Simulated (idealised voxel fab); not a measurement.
process module | voxel wiring stack
cross-section cut | 205 nm wide | cells 5 nm
A cross-section is a grid of square cells, given in bands from the top down. A band is one or more rows of cells.
Each band's line starts with the height of the band's top and of its bottom, in nm. Then come its materials from left to right, each with its width in nm. One material with "throughout" fills the band from edge to edge. "air" is empty space.
Height 0 is the level under which the wafer as received is all one material. The lowest band goes on downwards, as in "0 down".
A width such as "30 to 40" changes by the same amount from each row of cells to the next, from the band's top row to its bottom row.
"no change" after a step means that no cell of the cross-section changed.
closed voids: empty space of 8 cells or more with no open way to the top, each as width x height at its distance from the left edge, in nm
after a step's settings: what the simulator itself notes on the step
overlay nm, on a step with a mask: how far to the right of its planned place the mask lay; to the left if negative
Each pair below shows a cross-section before one step and the cross-section after it, down to the lowest band that changed. The line under each pair gives the step between them, with its settings. The pairs can come from different runs of this module on the same starting wafer, so a pair continues from the pair above only where its "before" says so.
before
  0 down: Si throughout
  closed voids: none
after
  15 to 0: SiO2 throughout
  below 0: unchanged
  closed voids: none
the step between: op CONFORMAL_DEP | material SiO2 | thk nm 15
before: the cross-section after the pair above
after
  20 to 15: TiN throughout
  below 15: unchanged
  closed voids: none
the step between: op DIRECTIONAL_DEP | material TiN | thk nm 5
before: the cross-section after the pair above
after
  35 to 20: W throughout
  below 20: unchanged
  closed voids: none
the step between: op DIRECTIONAL_DEP | material W | thk nm 15
before: the cross-section after the pair above
after
  35 to 20: air 25 | W 30 | air 30 | W 30 | air 30 | W 30 | air 30
  below 20: unchanged
  closed voids: none
the step between: op MASKED_ETCH | tone cover | mask id METAL_1 | width nm 30 | pitch nm 60 | etch materials W | depth nm 15 | overlay nm 0
before: the cross-section after the pair above
after
  35 to 20: air 25 | W 30 | air 30 | W 30 | air 30 | W 30 | air 30
  20 to 15: air 25 | TiN 30 | air 30 | TiN 30 | air 30 | TiN 30 | air 30
  below 15: unchanged
  closed voids: none
the step between: op MASKED_ETCH | tone cover | mask id METAL_1 | width nm 30 | pitch nm 60 | etch materials TiN | depth nm 5 | overlay nm 0
before: the cross-section after the pair above
after
  40 to 35: air 20 | SiN 40 | air 20 | SiN 40 | air 20 | SiN 40 | air 25
  35 to 20: air 20 | SiN 5 | W 30 | SiN 5 | air 20 | SiN 5 | W 30 | SiN 5 | air 20 | SiN 5 | W 30 | SiN 5 | air 25
  20 to 15: SiN 25 | TiN 30 | SiN 30 | TiN 30 | SiN 30 | TiN 30 | SiN 30
  below 15: unchanged
  closed voids: none
the step between: op CONFORMAL_DEP | material SiN | thk nm 5
before: the cross-section after the pair above
after
  50 to 40: lowk throughout
  40 to 35: lowk 20 | SiN 40 | lowk 20 | SiN 40 | lowk 20 | SiN 40 | lowk 25
  35 to 20: lowk 20 | SiN 5 | W 30 | SiN 5 | lowk 20 | SiN 5 | W 30 | SiN 5 | lowk 20 | SiN 5 | W 30 | SiN 5 | lowk 25
  below 20: unchanged
  closed voids: none
the step between: op FILL_DEP | material lowk | thk nm 10
before: the cross-section after the pair above
after
  35 to 20: lowk 20 | SiN 5 | W 30 | SiN 5 | lowk 20 | SiN 5 | W 30 | SiN 5 | lowk 20 | SiN 5 | W 30 | SiN 5 | lowk 25
  below 20: unchanged
  closed voids: none
the step between: op CMP | height nm 35
before: the cross-section after the pair above
after
  40 to 35: SiCN throughout
  below 35: unchanged
  closed voids: none
the step between: op CONFORMAL_DEP | material SiCN | thk nm 5
before: the cross-section after the pair above
after
  60 to 40: SiO2 throughout
  below 40: unchanged
  closed voids: none
the step between: op DIRECTIONAL_DEP | material SiO2 | thk nm 20
before: the cross-section after the pair above
after
  70 to 60: aC throughout
  below 60: unchanged
  closed voids: none
the step between: op DIRECTIONAL_DEP | material aC | thk nm 10
before: the cross-section after the pair above
after
  95 to 70: resist 25 | air 15 | resist 45 | air 15 | resist 45 | air 15 | resist 45
  below 70: unchanged
  closed voids: none
the step between: op PATTERN | tone open | mask id PLUG_1 | material resist | width nm 15 | pitch nm 60 | thk nm 25 | overlay nm 0
before: the cross-section after the pair above
after
  85 to 70: resist 25 | air 15 | resist 45 | air 15 | resist 45 | air 15 | resist 45
  70 to 60: aC 25 | air 15 | aC 45 | air 15 | aC 45 | air 15 | aC 45
  below 60: unchanged
  closed voids: none
the step between: op DIRECTIONAL_ETCH | etch materials aC | depth nm 10
before: the cross-section after the pair above
after
  70 to 60: aC 25 | air 15 | aC 45 | air 15 | aC 45 | air 15 | aC 45
  below 60: unchanged
  closed voids: none
the step between: op STRIP | etch materials resist
before: the cross-section after the pair above
after
  70 to 60: aC 25 | air 15 | aC 45 | air 15 | aC 45 | air 15 | aC 45
  60 to 40: SiO2 25 | air 15 | SiO2 45 | air 15 | SiO2 45 | air 15 | SiO2 45
  below 40: unchanged
  closed voids: none
the step between: op DIRECTIONAL_ETCH | etch materials SiO2 | depth nm 20
before: the cross-section after the pair above
after
  70 to 60: aC 25 | air 15 | aC 45 | air 15 | aC 45 | air 15 | aC 45
  60 to 40: SiO2 25 | air 15 | SiO2 45 | air 15 | SiO2 45 | air 15 | SiO2 45
  40 to 35: SiCN 25 | air 15 | SiCN 45 | air 15 | SiCN 45 | air 15 | SiCN 45
  below 35: unchanged
  closed voids: none
the step between: op DIRECTIONAL_ETCH | etch materials SiCN | depth nm 5
before: the cross-section after the pair above
after
  60 to 40: SiO2 25 | air 15 | SiO2 45 | air 15 | SiO2 45 | air 15 | SiO2 45
  below 40: unchanged
  closed voids: none
the step between: op STRIP | etch materials aC
before: the cross-section after the pair above
after
  60 to 45: SiO2 25 | air 15 | SiO2 45 | air 15 | SiO2 45 | air 15 | SiO2 45
  45 to 40: SiO2 25 | Ru 15 | SiO2 45 | Ru 15 | SiO2 45 | Ru 15 | SiO2 45
  40 to 35: SiCN 25 | Ru 15 | SiCN 45 | Ru 15 | SiCN 45 | Ru 15 | SiCN 45
  below 35: unchanged
  closed voids: none
the step between: op EPI | material Ru | thk nm 10
before: the cross-section after the pair above
after
  60 to 55: SiO2 25 | air 15 | SiO2 45 | air 15 | SiO2 45 | air 15 | SiO2 45
  55 to 40: SiO2 25 | Ru 15 | SiO2 45 | Ru 15 | SiO2 45 | Ru 15 | SiO2 45
  below 40: unchanged
  closed voids: none
the step between: op EPI | material Ru | thk nm 10
before: the cross-section after the pair above
after
  60 to 40: SiO2 25 | Ru 15 | SiO2 45 | Ru 15 | SiO2 45 | Ru 15 | SiO2 45
  below 40: unchanged
  closed voids: none
the step between: op EPI | material Ru | thk nm 5
before: the cross-section after the pair above
after
  65 to 60: TiN throughout
  below 60: unchanged
  closed voids: none
the step between: op DIRECTIONAL_DEP | material TiN | thk nm 5
before: the cross-section after the pair above
after
  80 to 65: Ru throughout
  below 65: unchanged
  closed voids: none
the step between: op DIRECTIONAL_DEP | material Ru | thk nm 15
before: the cross-section after the pair above
after
  100 to 80: air 25 | resist 30 | air 30 | resist 30 | air 30 | resist 30 | air 30
  below 80: unchanged
  closed voids: none
the step between: op PATTERN | tone cover | mask id METAL_2 | material resist | width nm 30 | pitch nm 60 | thk nm 20 | overlay nm 0
before: the cross-section after the pair above
after
  100 to 80: air 25 | resist 30 | air 30 | resist 30 | air 30 | resist 30 | air 30
  80 to 65: air 25 | Ru 30 | air 30 | Ru 30 | air 30 | Ru 30 | air 30
  below 65: unchanged
  closed voids: none
the step between: op DIRECTIONAL_ETCH | etch materials Ru | depth nm 15
before: the cross-section after the pair above
after
  100 to 80: air 25 | resist 30 | air 30 | resist 30 | air 30 | resist 30 | air 30
  80 to 65: air 25 | Ru 30 | air 30 | Ru 30 | air 30 | Ru 30 | air 30
  65 to 60: air 25 | TiN 30 | air 30 | TiN 30 | air 30 | TiN 30 | air 30
  below 60: unchanged
  closed voids: none
the step between: op DIRECTIONAL_ETCH | etch materials TiN | depth nm 5
before: the cross-section after the pair above
after
  80 to 65: air 25 | Ru 30 | air 30 | Ru 30 | air 30 | Ru 30 | air 30
  below 65: unchanged
  closed voids: none
the step between: op STRIP | etch materials resist
before: the cross-section after the pair above
after
  85 to 80: air 20 | SiCN 40 | air 20 | SiCN 40 | air 20 | SiCN 40 | air 25
  80 to 65: air 20 | SiCN 5 | Ru 30 | SiCN 5 | air 20 | SiCN 5 | Ru 30 | SiCN 5 | air 20 | SiCN 5 | Ru 30 | SiCN 5 | air 25
  65 to 60: SiCN 25 | TiN 30 | SiCN 30 | TiN 30 | SiCN 30 | TiN 30 | SiCN 30
  below 60: unchanged
  closed voids: none
the step between: op CONFORMAL_DEP | material SiCN | thk nm 5
before: the cross-section after the pair above
after
  90 to 85: lowk throughout
  85 to 80: lowk 20 | SiCN 40 | lowk 20 | SiCN 40 | lowk 20 | SiCN 40 | lowk 25
  80 to 65: lowk 20 | SiCN 5 | Ru 30 | SiCN 5 | lowk 20 | SiCN 5 | Ru 30 | SiCN 5 | lowk 20 | SiCN 5 | Ru 30 | SiCN 5 | lowk 25
  below 65: unchanged
  closed voids: none
the step between: op FILL_DEP | material lowk | thk nm 5
before: the cross-section after the pair above
after
  80 to 65: lowk 20 | SiCN 5 | Ru 30 | SiCN 5 | lowk 20 | SiCN 5 | Ru 30 | SiCN 5 | lowk 20 | SiCN 5 | Ru 30 | SiCN 5 | lowk 25
  below 65: unchanged
  closed voids: none
the step between: op CMP | height nm 80
before: the cross-section after the pair above
after
  85 to 80: SiCN throughout
  below 80: unchanged
  closed voids: none
the step between: op CONFORMAL_DEP | material SiCN | thk nm 5
before
  0 down: Si throughout
  closed voids: none
after
  5 to 0: TiN throughout
  below 0: unchanged
  closed voids: none
the step between: op DIRECTIONAL_DEP | material TiN | thk nm 5
before: the cross-section after the pair above
after
  20 to 5: W throughout
  below 5: unchanged
  closed voids: none
the step between: op DIRECTIONAL_DEP | material W | thk nm 15
before: the cross-section after the pair above
after
  20 to 5: air 25 | W 30 | air 30 | W 30 | air 30 | W 30 | air 30
  below 5: unchanged
  closed voids: none
the step between: op MASKED_ETCH | tone cover | mask id METAL_1 | width nm 30 | pitch nm 60 | etch materials W | depth nm 15 | overlay nm 0
before: the cross-section after the pair above
after
  20 to 5: air 25 | W 30 | air 30 | W 30 | air 30 | W 30 | air 30
  5 to 0: air 25 | TiN 30 | air 30 | TiN 30 | air 30 | TiN 30 | air 30
  below 0: unchanged
  closed voids: none
the step between: op MASKED_ETCH | tone cover | mask id METAL_1 | width nm 30 | pitch nm 60 | etch materials TiN | depth nm 5 | overlay nm 0
before: the cross-section after the pair above
after
  25 to 20: air 20 | SiN 40 | air 20 | SiN 40 | air 20 | SiN 40 | air 25
  20 to 5: air 20 | SiN 5 | W 30 | SiN 5 | air 20 | SiN 5 | W 30 | SiN 5 | air 20 | SiN 5 | W 30 | SiN 5 | air 25
  5 to 0: SiN 25 | TiN 30 | SiN 30 | TiN 30 | SiN 30 | TiN 30 | SiN 30
  below 0: unchanged
  closed voids: none
the step between: op CONFORMAL_DEP | material SiN | thk nm 5
before: the cross-section after the pair above
after
  35 to 25: lowk throughout
  25 to 20: lowk 20 | SiN 40 | lowk 20 | SiN 40 | lowk 20 | SiN 40 | lowk 25
  20 to 5: lowk 20 | SiN 5 | W 30 | SiN 5 | lowk 20 | SiN 5 | W 30 | SiN 5 | lowk 20 | SiN 5 | W 30 | SiN 5 | lowk 25
  below 5: unchanged
  closed voids: none
the step between: op FILL_DEP | material lowk | thk nm 10
before: the cross-section after the pair above
after
  40 to 35: SiCN throughout
  below 35: unchanged
  closed voids: none
the step between: op CONFORMAL_DEP | material SiCN | thk nm 5
before: the cross-section after the pair above
after
  60 to 40: SiO2 throughout
  below 40: unchanged
  closed voids: none
the step between: op DIRECTIONAL_DEP | material SiO2 | thk nm 20
before: the cross-section after the pair above
after
  70 to 60: aC throughout
  below 60: unchanged
  closed voids: none
the step between: op DIRECTIONAL_DEP | material aC | thk nm 10
before: the cross-section after the pair above
after
  95 to 70: resist 25 | air 15 | resist 45 | air 15 | resist 45 | air 15 | resist 45
  below 70: unchanged
  closed voids: none
the step between: op PATTERN | tone open | mask id PLUG_1 | material resist | width nm 15 | pitch nm 60 | thk nm 25 | overlay nm 0
before: the cross-section after the pair above
after
  85 to 70: resist 25 | air 15 | resist 45 | air 15 | resist 45 | air 15 | resist 45
  70 to 60: aC 25 | air 15 | aC 45 | air 15 | aC 45 | air 15 | aC 45
  below 60: unchanged
  closed voids: none
the step between: op DIRECTIONAL_ETCH | etch materials aC | depth nm 10
before: the cross-section after the pair above
after
  70 to 60: aC 25 | air 15 | aC 45 | air 15 | aC 45 | air 15 | aC 45
  below 60: unchanged
  closed voids: none
the step between: op STRIP | etch materials resist
before: the cross-section after the pair above
after
  70 to 60: aC 25 | air 15 | aC 45 | air 15 | aC 45 | air 15 | aC 45
  60 to 40: SiO2 25 | air 15 | SiO2 45 | air 15 | SiO2 45 | air 15 | SiO2 45
  below 40: unchanged
  closed voids: none
the step between: op DIRECTIONAL_ETCH | etch materials SiO2 | depth nm 20
before: the cross-section after the pair above
after
  70 to 60: aC 25 | air 15 | aC 45 | air 15 | aC 45 | air 15 | aC 45
  60 to 40: SiO2 25 | air 15 | SiO2 45 | air 15 | SiO2 45 | air 15 | SiO2 45
  40 to 35: SiCN 25 | air 15 | SiCN 45 | air 15 | SiCN 45 | air 15 | SiCN 45
  below 35: unchanged
  closed voids: none
the step between: op DIRECTIONAL_ETCH | etch materials SiCN | depth nm 5
before: the cross-section after the pair above
after
  60 to 40: SiO2 25 | air 15 | SiO2 45 | air 15 | SiO2 45 | air 15 | SiO2 45
  below 40: unchanged
  closed voids: none
the step between: op STRIP | etch materials aC
before: the cross-section after the pair above
after
  65 to 60: TiN 25 | air 15 | TiN 45 | air 15 | TiN 45 | air 15 | TiN 45
  60 to 40: SiO2 25 | air 15 | SiO2 45 | air 15 | SiO2 45 | air 15 | SiO2 45
  40 to 35: SiCN 25 | TiN 15 | SiCN 45 | TiN 15 | SiCN 45 | TiN 15 | SiCN 45
  below 35: unchanged
  closed voids: none
the step between: op DIRECTIONAL_DEP | material TiN | thk nm 5
before: the cross-section after the pair above
after
  80 to 65: Ru 25 | air 15 | Ru 45 | air 15 | Ru 45 | air 15 | Ru 45
  65 to 60: TiN 25 | air 15 | TiN 45 | air 15 | TiN 45 | air 15 | TiN 45
  60 to 55: SiO2 25 | air 15 | SiO2 45 | air 15 | SiO2 45 | air 15 | SiO2 45
  55 to 40: SiO2 25 | Ru 15 | SiO2 45 | Ru 15 | SiO2 45 | Ru 15 | SiO2 45
  below 40: unchanged
  closed voids: none
the step between: op DIRECTIONAL_DEP | material Ru | thk nm 15
before: the cross-section after the pair above
after
  100 to 80: air 25 | resist 30 | air 30 | resist 30 | air 30 | resist 30 | air 30
  80 to 65: Ru 25 | resist 15 | Ru 45 | resist 15 | Ru 45 | resist 15 | Ru 45
  65 to 60: TiN 25 | resist 15 | TiN 45 | resist 15 | TiN 45 | resist 15 | TiN 45
  60 to 55: SiO2 25 | resist 15 | SiO2 45 | resist 15 | SiO2 45 | resist 15 | SiO2 45
  below 55: unchanged
  closed voids: none
the step between: op PATTERN | tone cover | mask id METAL_2 | material resist | width nm 30 | pitch nm 60 | thk nm 20 | overlay nm 0
before: the cross-section after the pair above
after
  100 to 80: air 25 | resist 30 | air 30 | resist 30 | air 30 | resist 30 | air 30
  80 to 65: air 25 | resist 15 | Ru 15 | air 30 | resist 15 | Ru 15 | air 30 | resist 15 | Ru 15 | air 30
  below 65: unchanged
  closed voids: none
the step between: op DIRECTIONAL_ETCH | etch materials Ru | depth nm 15
before: the cross-section after the pair above
after
  100 to 80: air 25 | resist 30 | air 30 | resist 30 | air 30 | resist 30 | air 30
  80 to 65: air 25 | resist 15 | Ru 15 | air 30 | resist 15 | Ru 15 | air 30 | resist 15 | Ru 15 | air 30
  65 to 60: air 25 | resist 15 | TiN 15 | air 30 | resist 15 | TiN 15 | air 30 | resist 15 | TiN 15 | air 30
  below 60: unchanged
  closed voids: none
the step between: op DIRECTIONAL_ETCH | etch materials TiN | depth nm 5
before: the cross-section after the pair above
after
  80 to 65: air 40 | Ru 15 | air 45 | Ru 15 | air 45 | Ru 15 | air 30
  65 to 60: air 40 | TiN 15 | air 45 | TiN 15 | air 45 | TiN 15 | air 30
  60 to 55: SiO2 25 | air 15 | SiO2 45 | air 15 | SiO2 45 | air 15 | SiO2 45
  below 55: unchanged
  closed voids: none
the step between: op STRIP | etch materials resist
before: the cross-section after the pair above
after
  85 to 80: air 35 | SiCN 25 | air 35 | SiCN 25 | air 35 | SiCN 25 | air 25
  80 to 65: air 35 | SiCN 5 | Ru 15 | SiCN 5 | air 35 | SiCN 5 | Ru 15 | SiCN 5 | air 35 | SiCN 5 | Ru 15 | SiCN 5 | air 25
  65 to 60: SiCN 30 | air 5 | SiCN 5 | TiN 15 | SiCN 35 | air 5 | SiCN 5 | TiN 15 | SiCN 35 | air 5 | SiCN 5 | TiN 15 | SiCN 30
  60 to 55: SiO2 25 | SiCN 15 | SiO2 45 | SiCN 15 | SiO2 45 | SiCN 15 | SiO2 45
  below 55: unchanged
  closed voids: none
the step between: op CONFORMAL_DEP | material SiCN | thk nm 5
before: the cross-section after the pair above
after
  90 to 85: lowk throughout
  85 to 80: lowk 35 | SiCN 25 | lowk 35 | SiCN 25 | lowk 35 | SiCN 25 | lowk 25
  80 to 65: lowk 35 | SiCN 5 | Ru 15 | SiCN 5 | lowk 35 | SiCN 5 | Ru 15 | SiCN 5 | lowk 35 | SiCN 5 | Ru 15 | SiCN 5 | lowk 25
  65 to 60: SiCN 30 | lowk 5 | SiCN 5 | TiN 15 | SiCN 35 | lowk 5 | SiCN 5 | TiN 15 | SiCN 35 | lowk 5 | SiCN 5 | TiN 15 | SiCN 30
  below 60: unchanged
  closed voids: none
the step between: op FILL_DEP | material lowk | thk nm 5
before: the cross-section after the pair above
after
  80 to 65: lowk 35 | SiCN 5 | Ru 15 | SiCN 5 | lowk 35 | SiCN 5 | Ru 15 | SiCN 5 | lowk 35 | SiCN 5 | Ru 15 | SiCN 5 | lowk 25
  below 65: unchanged
  closed voids: none
the step between: op CMP | height nm 80
before: the cross-section after the pair above
after
  85 to 80: SiCN throughout
  below 80: unchanged
  closed voids: none
the step between: op CONFORMAL_DEP | material SiCN | thk nm 5
before
  60 to 55: SiO2 25 | air 15 | SiO2 45 | air 15 | SiO2 45 | air 15 | SiO2 45
  55 to 40: SiO2 25 | Ru 15 | SiO2 45 | Ru 15 | SiO2 45 | Ru 15 | SiO2 45
  40 to 35: SiCN 25 | Ru 15 | SiCN 45 | Ru 15 | SiCN 45 | Ru 15 | SiCN 45
  35 to 20: lowk 20 | SiN 5 | W 30 | SiN 5 | lowk 20 | SiN 5 | W 30 | SiN 5 | lowk 20 | SiN 5 | W 30 | SiN 5 | lowk 25
  20 to 15: SiN 25 | TiN 30 | SiN 30 | TiN 30 | SiN 30 | TiN 30 | SiN 30
  15 to 0: SiO2 throughout
  0 down: Si throughout
  closed voids: none
after
  65 to 60: air 20 | Ru 25 | air 35 | Ru 25 | air 35 | Ru 25 | air 40
  60 to 40: SiO2 25 | Ru 15 | SiO2 45 | Ru 15 | SiO2 45 | Ru 15 | SiO2 45
  below 40: unchanged
  closed voids: none
the step between: op EPI | material Ru | thk nm 10
before: the cross-section after the pair above
after
  70 to 60: air 15 | Ru 35 | air 25 | Ru 35 | air 25 | Ru 35 | air 35
  below 60: unchanged
  closed voids: none
the step between: op EPI | material Ru | thk nm 5
before: the cross-section after the pair above
after
  75 to 70: air 15 | TiN 35 | air 25 | TiN 35 | air 25 | TiN 35 | air 35
  70 to 65: air 15 | Ru 35 | air 25 | Ru 35 | air 25 | Ru 35 | air 35
  65 to 60: TiN 15 | Ru 35 | TiN 25 | Ru 35 | TiN 25 | Ru 35 | TiN 35
  below 60: unchanged
  closed voids: none
the step between: op DIRECTIONAL_DEP | material TiN | thk nm 5
before: the cross-section after the pair above
after
  90 to 80: air 15 | Ru 35 | air 25 | Ru 35 | air 25 | Ru 35 | air 35
  80 to 75: Ru throughout
  75 to 70: Ru 15 | TiN 35 | Ru 25 | TiN 35 | Ru 25 | TiN 35 | Ru 35
  70 to 65: Ru throughout
  below 65: unchanged
  closed voids: none
the step between: op DIRECTIONAL_DEP | material Ru | thk nm 15
before: the cross-section after the pair above
after
  110 to 90: air 25 | resist 30 | air 30 | resist 30 | air 30 | resist 30 | air 30
  90 to 80: air 15 | Ru 35 | resist 5 | air 20 | Ru 35 | resist 5 | air 20 | Ru 35 | resist 5 | air 30
  below 80: unchanged
  closed voids: none
the step between: op PATTERN | tone cover | mask id METAL_2 | material resist | width nm 30 | pitch nm 60 | thk nm 20 | overlay nm 0
before: the cross-section after the pair above
after
  110 to 90: air 25 | resist 30 | air 30 | resist 30 | air 30 | resist 30 | air 30
  90 to 80: air 25 | Ru 25 | resist 5 | air 30 | Ru 25 | resist 5 | air 30 | Ru 25 | resist 5 | air 30
  80 to 75: air 25 | Ru 30 | air 30 | Ru 30 | air 30 | Ru 30 | air 30
  75 to 70: air 15 | TiN 35 | Ru 5 | air 20 | TiN 35 | Ru 5 | air 20 | TiN 35 | Ru 5 | air 30
  70 to 65: air 15 | Ru 40 | air 20 | Ru 40 | air 20 | Ru 40 | air 30
  below 65: unchanged
  closed voids: none
the step between: op DIRECTIONAL_ETCH | etch materials Ru | depth nm 15
before: the cross-section after the pair above
after
  110 to 90: air 25 | resist 30 | air 30 | resist 30 | air 30 | resist 30 | air 30
  90 to 80: air 25 | Ru 25 | resist 5 | air 30 | Ru 25 | resist 5 | air 30 | Ru 25 | resist 5 | air 30
  80 to 75: air 25 | Ru 30 | air 30 | Ru 30 | air 30 | Ru 30 | air 30
  75 to 70: air 25 | TiN 25 | Ru 5 | air 30 | TiN 25 | Ru 5 | air 30 | TiN 25 | Ru 5 | air 30
  70 to 65: air 15 | Ru 40 | air 20 | Ru 40 | air 20 | Ru 40 | air 30
  65 to 60: air 15 | Ru 35 | TiN 5 | air 20 | Ru 35 | TiN 5 | air 20 | Ru 35 | TiN 5 | air 30
  below 60: unchanged
  closed voids: none
the step between: op DIRECTIONAL_ETCH | etch materials TiN | depth nm 5
before: the cross-section after the pair above
after
  90 to 80: air 25 | Ru 25 | air 35 | Ru 25 | air 35 | Ru 25 | air 35
  below 80: unchanged
  closed voids: none
the step between: op STRIP | etch materials resist
before: the cross-section after the pair above
after
  95 to 90: air 20 | SiCN 35 | air 25 | SiCN 35 | air 25 | SiCN 35 | air 30
  90 to 80: air 20 | SiCN 5 | Ru 25 | SiCN 5 to 10 | air 25 to 20 | SiCN 5 | Ru 25 | SiCN 5 to 10 | air 25 to 20 | SiCN 5 | Ru 25 | SiCN 5 to 10 | air 30 to 25
  80 to 75: air 20 | SiCN 5 | Ru 30 | SiCN 5 | air 20 | SiCN 5 | Ru 30 | SiCN 5 | air 20 | SiCN 5 | Ru 30 | SiCN 5 | air 25
  75 to 70: air 10 | SiCN 15 | TiN 25 | Ru 5 | SiCN 5 | air 10 | SiCN 15 | TiN 25 | Ru 5 | SiCN 5 | air 10 | SiCN 15 | TiN 25 | Ru 5 | SiCN 5 | air 25
  70 to 65: air 10 | SiCN 5 | Ru 40 | SiCN 5 | air 10 | SiCN 5 | Ru 40 | SiCN 5 | air 10 | SiCN 5 | Ru 40 | SiCN 5 | air 25
  65 to 60: SiCN 15 | Ru 35 | TiN 5 | SiCN 20 | Ru 35 | TiN 5 | SiCN 20 | Ru 35 | TiN 5 | SiCN 30
  below 60: unchanged
  closed voids: none
the step between: op CONFORMAL_DEP | material SiCN | thk nm 5
before: the cross-section after the pair above
after
  100 to 95: lowk throughout
  95 to 90: lowk 20 | SiCN 35 | lowk 25 | SiCN 35 | lowk 25 | SiCN 35 | lowk 30
  90 to 80: lowk 20 | SiCN 5 | Ru 25 | SiCN 5 to 10 | lowk 25 to 20 | SiCN 5 | Ru 25 | SiCN 5 to 10 | lowk 25 to 20 | SiCN 5 | Ru 25 | SiCN 5 to 10 | lowk 30 to 25
  80 to 75: lowk 20 | SiCN 5 | Ru 30 | SiCN 5 | lowk 20 | SiCN 5 | Ru 30 | SiCN 5 | lowk 20 | SiCN 5 | Ru 30 | SiCN 5 | lowk 25
  75 to 70: lowk 10 | SiCN 15 | TiN 25 | Ru 5 | SiCN 5 | lowk 10 | SiCN 15 | TiN 25 | Ru 5 | SiCN 5 | lowk 10 | SiCN 15 | TiN 25 | Ru 5 | SiCN 5 | lowk 25
  70 to 65: lowk 10 | SiCN 5 | Ru 40 | SiCN 5 | lowk 10 | SiCN 5 | Ru 40 | SiCN 5 | lowk 10 | SiCN 5 | Ru 40 | SiCN 5 | lowk 25
  below 65: unchanged
  closed voids: none
the step between: op FILL_DEP | material lowk | thk nm 5
before: the cross-section after the pair above
after
  80 to 75: lowk 20 | SiCN 5 | Ru 30 | SiCN 5 | lowk 20 | SiCN 5 | Ru 30 | SiCN 5 | lowk 20 | SiCN 5 | Ru 30 | SiCN 5 | lowk 25
  below 75: unchanged
  closed voids: none
the step between: op CMP | height nm 80
before: the cross-section after the pair above
after
  85 to 80: SiCN throughout
  below 80: unchanged
  closed voids: none
the step between: op CONFORMAL_DEP | material SiCN | thk nm 5
before
  60 to 40: SiO2 25 | Ru 15 | SiO2 45 | Ru 15 | SiO2 45 | Ru 15 | SiO2 45
  40 to 35: SiCN 25 | Ru 15 | SiCN 45 | Ru 15 | SiCN 45 | Ru 15 | SiCN 45
  35 to 20: lowk 20 | SiN 5 | W 30 | SiN 5 | lowk 20 | SiN 5 | W 30 | SiN 5 | lowk 20 | SiN 5 | W 30 | SiN 5 | lowk 25
  20 to 15: SiN 25 | TiN 30 | SiN 30 | TiN 30 | SiN 30 | TiN 30 | SiN 30
  15 to 0: SiO2 throughout
  0 down: Si throughout
  closed voids: none
after
  75 to 60: Ru throughout
  below 60: unchanged
  closed voids: none
the step between: op DIRECTIONAL_DEP | material Ru | thk nm 15
before: the cross-section after the pair above
after
  80 to 75: TiN throughout
  below 75: unchanged
  closed voids: none
the step between: op DIRECTIONAL_DEP | material TiN | thk nm 5
before: the cross-section after the pair above
after
  100 to 80: air 25 | resist 30 | air 30 | resist 30 | air 30 | resist 30 | air 30
  below 80: unchanged
  closed voids: none
the step between: op PATTERN | tone cover | mask id METAL_2 | material resist | width nm 30 | pitch nm 60 | thk nm 20 | overlay nm 0
before: the cross-section after the pair above
after
  100 to 80: air 25 | resist 30 | air 30 | resist 30 | air 30 | resist 30 | air 30
  80 to 75: air 25 | TiN 30 | air 30 | TiN 30 | air 30 | TiN 30 | air 30
  below 75: unchanged
  closed voids: none
the step between: op DIRECTIONAL_ETCH | etch materials TiN | depth nm 5
before: the cross-section after the pair above
after
  80 to 75: air 25 | TiN 30 | air 30 | TiN 30 | air 30 | TiN 30 | air 30
  below 75: unchanged
  closed voids: none
the step between: op STRIP | etch materials resist
before: the cross-section after the pair above
after
  85 to 80: air 20 | SiCN 40 | air 20 | SiCN 40 | air 20 | SiCN 40 | air 25
  80 to 75: SiCN 25 | TiN 30 | SiCN 30 | TiN 30 | SiCN 30 | TiN 30 | SiCN 30
  below 75: unchanged
  closed voids: none
the step between: op CONFORMAL_DEP | material SiCN | thk nm 5
before: the cross-section after the pair above
after
  90 to 85: lowk throughout
  85 to 80: lowk 20 | SiCN 40 | lowk 20 | SiCN 40 | lowk 20 | SiCN 40 | lowk 25
  below 80: unchanged
  closed voids: none
the step between: op FILL_DEP | material lowk | thk nm 5
before: the cross-section after the pair above
after
  80 to 75: SiCN 25 | TiN 30 | SiCN 30 | TiN 30 | SiCN 30 | TiN 30 | SiCN 30
  below 75: unchanged
  closed voids: none
the step between: op CMP | height nm 80
before: the cross-section after the pair above
after
  85 to 80: SiCN throughout
  below 80: unchanged
  closed voids: none
the step between: op CONFORMAL_DEP | material SiCN | thk nm 5
before
  40 to 35: SiCN throughout
  35 to 20: lowk 20 | SiN 5 | W 30 | SiN 5 | lowk 20 | SiN 5 | W 30 | SiN 5 | lowk 20 | SiN 5 | W 30 | SiN 5 | lowk 25
  20 to 15: SiN 25 | TiN 30 | SiN 30 | TiN 30 | SiN 30 | TiN 30 | SiN 30
  15 to 0: SiO2 throughout
  0 down: Si throughout
  closed voids: none
after
  50 to 40: SiO2 throughout
  below 40: unchanged
  closed voids: none
the step between: op DIRECTIONAL_DEP | material SiO2 | thk nm 10
before: the cross-section after the pair above
after
  60 to 50: aC throughout
  below 50: unchanged
  closed voids: none
the step between: op DIRECTIONAL_DEP | material aC | thk nm 10
before: the cross-section after the pair above
after
  85 to 60: resist 25 | air 15 | resist 45 | air 15 | resist 45 | air 15 | resist 45
  below 60: unchanged
  closed voids: none
the step between: op PATTERN | tone open | mask id PLUG_1 | material resist | width nm 15 | pitch nm 60 | thk nm 25 | overlay nm 0
before: the cross-section after the pair above
after
  75 to 60: resist 25 | air 15 | resist 45 | air 15 | resist 45 | air 15 | resist 45
  60 to 50: aC 25 | air 15 | aC 45 | air 15 | aC 45 | air 15 | aC 45
  below 50: unchanged
  closed voids: none
the step between: op DIRECTIONAL_ETCH | etch materials aC | depth nm 10
before: the cross-section after the pair above
after
  60 to 50: aC 25 | air 15 | aC 45 | air 15 | aC 45 | air 15 | aC 45
  below 50: unchanged
  closed voids: none
the step between: op STRIP | etch materials resist
before: the cross-section after the pair above
after
  60 to 50: aC 25 | air 15 | aC 45 | air 15 | aC 45 | air 15 | aC 45
  50 to 40: SiO2 25 | air 15 | SiO2 45 | air 15 | SiO2 45 | air 15 | SiO2 45
  below 40: unchanged
  closed voids: none
the step between: op DIRECTIONAL_ETCH | etch materials SiO2 | depth nm 20
before: the cross-section after the pair above
after
  60 to 50: aC 25 | air 15 | aC 45 | air 15 | aC 45 | air 15 | aC 45
  50 to 40: SiO2 25 | air 15 | SiO2 45 | air 15 | SiO2 45 | air 15 | SiO2 45
  40 to 35: SiCN 25 | air 15 | SiCN 45 | air 15 | SiCN 45 | air 15 | SiCN 45
  below 35: unchanged
  closed voids: none
the step between: op DIRECTIONAL_ETCH | etch materials SiCN | depth nm 5
before: the cross-section after the pair above
after
  50 to 40: SiO2 25 | air 15 | SiO2 45 | air 15 | SiO2 45 | air 15 | SiO2 45
  below 40: unchanged
  closed voids: none
the step between: op STRIP | etch materials aC
